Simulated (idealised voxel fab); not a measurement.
This is a process module. Its name is voxel self aligned contacts.
195 nm wide, 5 nm square cells: that's cross-section cut.
This document writes a cross-section as a grid whose cells are square, and gives it as bands, listed from the top down; one or more rows of cells form a band. Per band: top height and bottom height in nm, followed by the left-to-right materials and their widths in nm; "throughout" marks a single material spanning edge to edge, "blank" marks empty space. Height reference: 0 = level under which incoming wafer is all one material. Lowest band: no bottom, runs on downward, e.g. "0..down". A two-number width, for instance "30 to 40", indicates that the width is equal to the first number in the top row of the band and to the second number in the bottom row, and that it changes by a constant amount per row of cells. When a step is marked "nothing changed", none of the cells in the cross-section changed during that step. "Enclosed voids" means: voids of 8 cells or more that are shut off from the top with no open way through. Written width x height at distance, distance from the left edge, in nm. That trailing text on a step's line, after the settings, is the simulator's own remark on the step. On any step carrying a mask, the "overlay nm" setting, if present on the step's line, tells how far right of its planned place the mask lay; negative values point to the left.
Listed below are the process steps as planned:
1 op RECEIVE | material Si
2 op OXIDIZE | depth nm 5
3 op DIRECTIONAL_DEP | material polySi | thk nm 20
4 op DIRECTIONAL_DEP | material SiN | thk nm 20
5 op DIRECTIONAL_DEP | material aC | thk nm 15
6 op PATTERN | tone cover | mask id GATE | material resist | width nm 25 | pitch nm 65 | thk nm 30 | overlay nm -5
7 op DIRECTIONAL_ETCH | etch materials aC | depth nm 15
8 op STRIP | etch materials resist
9 op DIRECTIONAL_ETCH | etch materials SiN | depth nm 20
10 op DIRECTIONAL_ETCH | etch materials polySi | depth nm 20
11 op STRIP | etch materials aC
12 op CONFORMAL_DEP | material SiN | thk nm 10
13 op DIRECTIONAL_ETCH | etch materials SiN | depth nm 10
14 op FILL_DEP | material SiO2 | thk nm 20
15 op CMP | height nm 50
16 op PATTERN | tone open | mask id CONTACT | material resist | width nm 50 | pitch nm 65 | thk nm 20 | overlay nm 0
17 op DIRECTIONAL_ETCH | etch materials SiO2 | depth nm 55
18 op STRIP | etch materials resist
19 op CONFORMAL_DEP | material TiN | thk nm 5
20 op FILL_DEP | material Ru | thk nm 5
21 op CMP | height nm 50
22 op CONFORMAL_DEP | material SiCN | thk nm 5
The plan shows the overlay nm of step 6 as the first wafer had it; this setting differs between the wafers, which start out alike.
first wafer as received, after step 1:
- 0..down  Si throughout
- Enclosed voids: none
First of several wafers in cross-section at module end, following the final step, step 22:
- 55..50  SiCN throughout
- 50..40  SiO2 (40)  TiN (5 to 15)  Ru (40 to 10)  TiN (5 to 25)  SiO2 (15)  TiN (5 to 15)  Ru (40 to 10)  TiN (5 to 25)  SiO2 (40)
- 40..20  SiO2 (5)  SiN (45)  TiN (5)  Ru (10)  TiN (5)  SiN (45)  TiN (5)  Ru (10)  TiN (5)  SiN (45)  SiO2 (15)
- 20..0  SiO2 (5)  SiN (10)  polySi (25)  SiN (10)  TiN (5)  Ru (10)  TiN (5)  SiN (10)  polySi (25)  SiN (10)  TiN (5)  Ru (10)  TiN (5)  SiN (10)  polySi (25)  SiN (10)  SiO2 (15)
- 0..-5  SiO2 (50)  TiN (20)  SiO2 (45)  TiN (20)  SiO2 (60)
- -5..down  Si throughout
- Enclosed voids: none
Last-wafer cross-section at the end of the module:
- 55..50  SiCN throughout
- 50..40  SiO2 (40)  TiN (5 to 25)  Ru (40 to 10)  TiN (5 to 15)  SiO2 (15)  TiN (5 to 25)  Ru (40 to 10)  TiN (5 to 15)  SiO2 (40)
- 40..20  SiO2 (15)  SiN (45)  TiN (5)  Ru (10)  TiN (5)  SiN (45)  TiN (5)  Ru (10)  TiN (5)  SiN (45)  SiO2 (5)
- 20..0  SiO2 (15)  SiN (10)  polySi (25)  SiN (10)  TiN (5)  Ru (10)  TiN (5)  SiN (10)  polySi (25)  SiN (10)  TiN (5)  Ru (10)  TiN (5)  SiN (10)  polySi (25)  SiN (10)  SiO2 (5)
- 0..-5  SiO2 (60)  TiN (20)  SiO2 (45)  TiN (20)  SiO2 (50)
- -5..down  Si throughout
- Enclosed voids: none
Per wafer (row), end of module: delta in cells per material since receipt, (+) for gained, (-) for lost; closed voids after that:
overlay nm -5; +52 Ru; -39 Si; +39 SiCN; +156 SiN; +101 SiO2; +60 TiN; +60 polySi; Enclosed voids: none
overlay nm 0; +52 Ru; -39 Si; +39 SiCN; +156 SiN; +101 SiO2; +60 TiN; +60 polySi; Enclosed voids: none
overlay nm 5; +52 Ru; -39 Si; +39 SiCN; +156 SiN; +101 SiO2; +60 TiN; +60 polySi; Enclosed voids: none
